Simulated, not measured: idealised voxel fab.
Process module, titled voxel ribs on slabs
Displayed cross-section: cut, width of 250 nm, square cells sized 5 nm.
Cross-sections here: square-cell grids, written as top-down lists of bands, a band being one or more rows of cells.
Quick guide to a band line: top height, bottom height (nm) up front; then every material left to right with its width in nm. Only one material and it's marked "full width"? Then it fills the band edge to edge. And "empty" just means empty space.
All heights in this document are referenced to 0, defined as the level beneath which the wafer, as received, consists entirely of one material. The lowest band is not bounded below; it extends indefinitely downward and is written in the form "0 nm and below".
Width "30 to 40": first value at the band's top row of cells, second value at its bottom row, equal change from row to row.
Where a step carries "no change", the cross-section came out of it unchanged, cell for cell.
In the "Enclosed cavities" entry, you get each enclosed empty space of 8 cells or more, one with no open way to the top, written width x height at distance, distance from the left edge, in nm.
Step line, after settings: the simulator's comment on this step.
overlay nm: mask offset rightward from planned place, masked step; negative means leftward offset.
PLANNED STEP LIST FOR THE PROCESS
- 1: RECEIVE: material Si
- 2: DIRECTIONAL_DEP: material SiO2, thk nm 25
- 3: DIRECTIONAL_DEP: material polySi, thk nm 15
- 4: DIRECTIONAL_DEP: material aC, thk nm 15
- 5: PATTERN: tone cover, mask id RIB, material resist, width nm 20, thk nm 35, overlay nm 0
- 6: DIRECTIONAL_ETCH: etch materials aC, depth nm 15
- 7: STRIP: etch materials resist
- 8: DIRECTIONAL_ETCH: etch materials polySi, depth nm 10
- 9: STRIP: etch materials aC
- 10: PATTERN: tone cover, mask id SLAB, material resist, width nm 50, thk nm 15, overlay nm 0
- 11: DIRECTIONAL_ETCH: etch materials polySi, depth nm 5
- 12: STRIP: etch materials resist
- 13: FILL_DEP: material SiO2, thk nm 30
- 14: CMP: height nm 60
- 15: DIRECTIONAL_DEP: material W, thk nm 5
- 16: PATTERN: tone cover, mask id HEATER, material resist, width nm 30, thk nm 20, overlay nm 0
- 17: DIRECTIONAL_ETCH: etch materials W, depth nm 5
- 18: STRIP: etch materials resist
- 19: CONFORMAL_DEP: material SiN, thk nm 5
CROSS-SECTION OF THE INCOMING WAFER, STATE AFTER STEP 1
	0 nm and below  Si full width
	Enclosed cavities: none
POST-MODULE CROSS-SECTION: IDENTICAL START AND PLAN TO THOSE ABOVE, ONE MISSTEP IN EXECUTION
	70 nm to 65 nm  105 empty, then 40 SiN, then 105 empty
	65 nm to 60 nm  110 SiN, then 30 W, then 110 SiN
	60 nm to 40 nm  SiO2 full width
	40 nm to 30 nm  115 SiO2, then 20 polySi, then 115 SiO2
	30 nm to 25 nm  105 SiO2, then 40 polySi, then 105 SiO2
	25 nm to 0 nm  SiO2 full width
	0 nm and below  Si full width
	Enclosed cavities: none
Plan not followed: step 10 was not run as planned; what actually ran was PATTERN: tone cover, mask id SLAB, material resist, width nm 40, thk nm 15, overlay nm 0
